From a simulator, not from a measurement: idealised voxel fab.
You're looking at the process module voxel trench capacitor.
Displayed cross-section: cut, width of 280 nm, square cells sized 5 nm.
For the purposes of this document, a cross-section shall be understood as a grid of square cells, specified as bands listed in top-to-bottom order, each band consisting of one or more rows of cells. Per band: top height and bottom height in nm, followed by the left-to-right materials and their widths in nm; "everywhere" marks a single material spanning edge to edge, "air" marks empty space. Note: height 0 marks the level under which the wafer is uniformly one material as received. Lowest band unbounded below, written "z 0 and below". Quick explanation for "30..40": the width changes in equal steps down the rows of cells, from the first number in the band's top row to the second number in its bottom row. Basically "nothing altered" means that step didn't change any cell in the cross-section. Entry "Completely enclosed voids" = empty spaces >= 8 cells with no open way to the top; each as width x height at distance, distance from left edge, all nm. Where a step's line continues beyond its settings, the continuation is a remark by the simulator itself on that step. When a step includes a mask, the "overlay nm" setting on its line states how far to the right of its planned place that mask lay, and negative values state how far to the left.
PROCESS STEPS - PLAN
1. RECEIVE (material Si)
2. CONFORMAL_DEP (material SiN; thk nm 10)
3. MASKED_ETCH (tone open; mask id TRENCH; width nm 20; pitch nm 40; etch materials SiN; depth nm 10; overlay nm 0)
4. MASKED_ETCH (tone open; mask id TRENCH; width nm 20; pitch nm 40; etch materials Si; depth nm 40; overlay nm 0)
5. CONFORMAL_DEP (material SiO2; thk nm 5)
6. FILL_DEP (material polySi; thk nm 10)
7. CMP (height nm 10)
CROSS-SECTION OF THE WAFER AS IT CAME TO US, I.E., ALREADY THROUGH STEP 1
* z 0 and below  Si everywhere
* Completely enclosed voids: none
END-OF-MODULE CROSS-SECTION OF THE FIRST OF TWO WAFERS, PROCESSED AS PLANNED
* z 10 to 0  SiN=90  SiO2=5  polySi=10  SiO2=5  SiN=20  SiO2=5  polySi=10  SiO2=5  SiN=20  SiO2=5  polySi=10  SiO2=5  SiN=90
* z 0 to -35  Si=90  SiO2=5  polySi=10  SiO2=5  Si=20  SiO2=5  polySi=10  SiO2=5  Si=20  SiO2=5  polySi=10  SiO2=5  Si=90
* z -35 to -40  Si=90  SiO2=20  Si=20  SiO2=20  Si=20  SiO2=20  Si=90
* z -40 and below  Si everywhere
* Completely enclosed voids: none
END-OF-MODULE CROSS-SECTION OF THE SECOND WAFER: IDENTICAL STARTING POINT AND PROCESS PLAN TO THE FIRST, WITH ONE PROCESSING MISTAKE
* z 10 to 0  SiN=90  SiO2=5  polySi=10  SiO2=5  SiN=20  SiO2=5  polySi=10  SiO2=5  SiN=20  SiO2=5  polySi=10  SiO2=5  SiN=90
* z 0 to -75  Si=90  SiO2=5  polySi=10  SiO2=5  Si=20  SiO2=5  polySi=10  SiO2=5  Si=20  SiO2=5  polySi=10  SiO2=5  Si=90
* z -75 to -80  Si=90  SiO2=20  Si=20  SiO2=20  Si=20  SiO2=20  Si=90
* z -80 and below  Si everywhere
* Completely enclosed voids: none
what went wrong: step 4 of the plan was executed twice over
Counted in cells at the end, the second wafer holds more or fewer of these materials than the first: -96 Si; +48 SiO2; +48 polySi
